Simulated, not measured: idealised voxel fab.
process module | voxel gate over fins
cross-section cut | 240 nm wide | cells 5 nm
A cross-section is a grid of square cells, given in bands from the top down. A band is one or more rows of cells.
Each band's line starts with the height of the band's top and of its bottom, in nm. Then come its materials from left to right, each with its width in nm. One material with "throughout" fills the band from edge to edge. "air" is empty space.
Height 0 is the level under which the wafer as received is all one material. The lowest band goes on downwards, as in "0 down".
A width such as "30 to 40" changes by the same amount from each row of cells to the next, from the band's top row to its bottom row.
"no change" after a step means that no cell of the cross-section changed.
closed voids: empty space of 8 cells or more with no open way to the top, each as width x height at its distance from the left edge, in nm
after a step's settings: what the simulator itself notes on the step
overlay nm, on a step with a mask: how far to the right of its planned place the mask lay; to the left if negative
plan
1 op RECEIVE | material Si
2 op CONFORMAL_DEP | material SiN | thk nm 5
3 op MASKED_ETCH | tone cover | mask id FINS | width nm 15 | pitch nm 40 | etch materials SiN | depth nm 5 | overlay nm 0
4 op MASKED_ETCH | tone cover | mask id FINS | width nm 15 | pitch nm 40 | etch materials Si | depth nm 40 | overlay nm 0
5 op FILL_DEP | material SiO2 | thk nm 10
6 op CMP | height nm 5
7 op SELECTIVE_ETCH | etch materials SiO2 | depth nm 20
8 op STRIP | etch materials SiN
9 op CONFORMAL_DEP | material HfO2 | thk nm 5
10 op CONFORMAL_DEP | material TiN | thk nm 5
11 op CONFORMAL_DEP | material TiAl | thk nm 5
12 op CONFORMAL_DEP | material TiN | thk nm 5
13 op FILL_DEP | material W | thk nm 10
14 op CMP | height nm 25
15 op CONFORMAL_DEP | material SiN | thk nm 5
as received, after step 1
  0 down: Si throughout
  closed voids: none
first wafer at the end, as planned
  30 to 25: SiN throughout
  25 to 20: W throughout
  20 to 15: W 30 | TiN 175 | W 35
  15 to 10: W 30 | TiN 5 | TiAl 165 | TiN 5 | W 35
  10 to 5: W 30 | TiN 5 | TiAl 5 | TiN 35 | TiAl 5 | TiN 35 | TiAl 5 | TiN 35 | TiAl 5 | TiN 35 | TiAl 5 | TiN 5 | W 35
  5 to 0: TiN 35 | TiAl 5 | TiN 5 | HfO2 25 | TiN 5 | TiAl 5 | TiN 5 | HfO2 25 | TiN 5 | TiAl 5 | TiN 5 | HfO2 25 | TiN 5 | TiAl 5 | TiN 5 | HfO2 25 | TiN 5 | TiAl 5 | TiN 40
  0 to -5: TiAl 40 | TiN 5 | HfO2 5 | Si 15 | HfO2 5 | TiN 5 | TiAl 5 | TiN 5 | HfO2 5 | Si 15 | HfO2 5 | TiN 5 | TiAl 5 | TiN 5 | HfO2 5 | Si 15 | HfO2 5 | TiN 5 | TiAl 5 | TiN 5 | HfO2 5 | Si 15 | HfO2 5 | TiN 5 | TiAl 45
  -5 to -10: TiN 45 | HfO2 5 | Si 15 | HfO2 5 | TiN 15 | HfO2 5 | Si 15 | HfO2 5 | TiN 15 | HfO2 5 | Si 15 | HfO2 5 | TiN 15 | HfO2 5 | Si 15 | HfO2 5 | TiN 50
  -10 to -15: HfO2 50 | Si 15 | HfO2 25 | Si 15 | HfO2 25 | Si 15 | HfO2 25 | Si 15 | HfO2 55
  -15 to -40: SiO2 50 | Si 15 | SiO2 25 | Si 15 | SiO2 25 | Si 15 | SiO2 25 | Si 15 | SiO2 55
  -40 down: Si throughout
  closed voids: none
second wafer at the end: like start, like plan, one mistake
  30 to 25: SiN throughout
  25 to 15: W throughout
  15 to 10: W 35 | TiN 165 | W 40
  10 to 5: W 35 | TiN 5 | TiAl 35 | TiN 5 | TiAl 35 | TiN 5 | TiAl 35 | TiN 5 | TiAl 35 | TiN 5 | W 40
  5 to 0: W 35 | TiN 5 | TiAl 5 | TiN 25 | TiAl 5 | TiN 5 | TiAl 5 | TiN 25 | TiAl 5 | TiN 5 | TiAl 5 | TiN 25 | TiAl 5 | TiN 5 | TiAl 5 | TiN 25 | TiAl 5 | TiN 5 | W 40
  0 to -5: TiN 40 | TiAl 5 | TiN 5 | Si 15 | TiN 5 | TiAl 5 | TiN 5 | TiAl 5 | TiN 5 | Si 15 | TiN 5 | TiAl 5 | TiN 5 | TiAl 5 | TiN 5 | Si 15 | TiN 5 | TiAl 5 | TiN 5 | TiAl 5 | TiN 5 | Si 15 | TiN 5 | TiAl 5 | TiN 45
  -5 to -10: TiAl 45 | TiN 5 | Si 15 | TiN 5 | TiAl 15 | TiN 5 | Si 15 | TiN 5 | TiAl 15 | TiN 5 | Si 15 | TiN 5 | TiAl 15 | TiN 5 | Si 15 | TiN 5 | TiAl 50
  -10 to -15: TiN 50 | Si 15 | TiN 25 | Si 15 | TiN 25 | Si 15 | TiN 25 | Si 15 | TiN 55
  -15 to -40: SiO2 50 | Si 15 | SiO2 25 | Si 15 | SiO2 25 | Si 15 | SiO2 25 | Si 15 | SiO2 55
  -40 down: Si throughout
  closed voids: none
what went wrong: step 9 was left out
at the end the second wafer has, in cells: 72 fewer of HfO2 | 9 more of TiAl | 9 more of TiN | 54 more of W
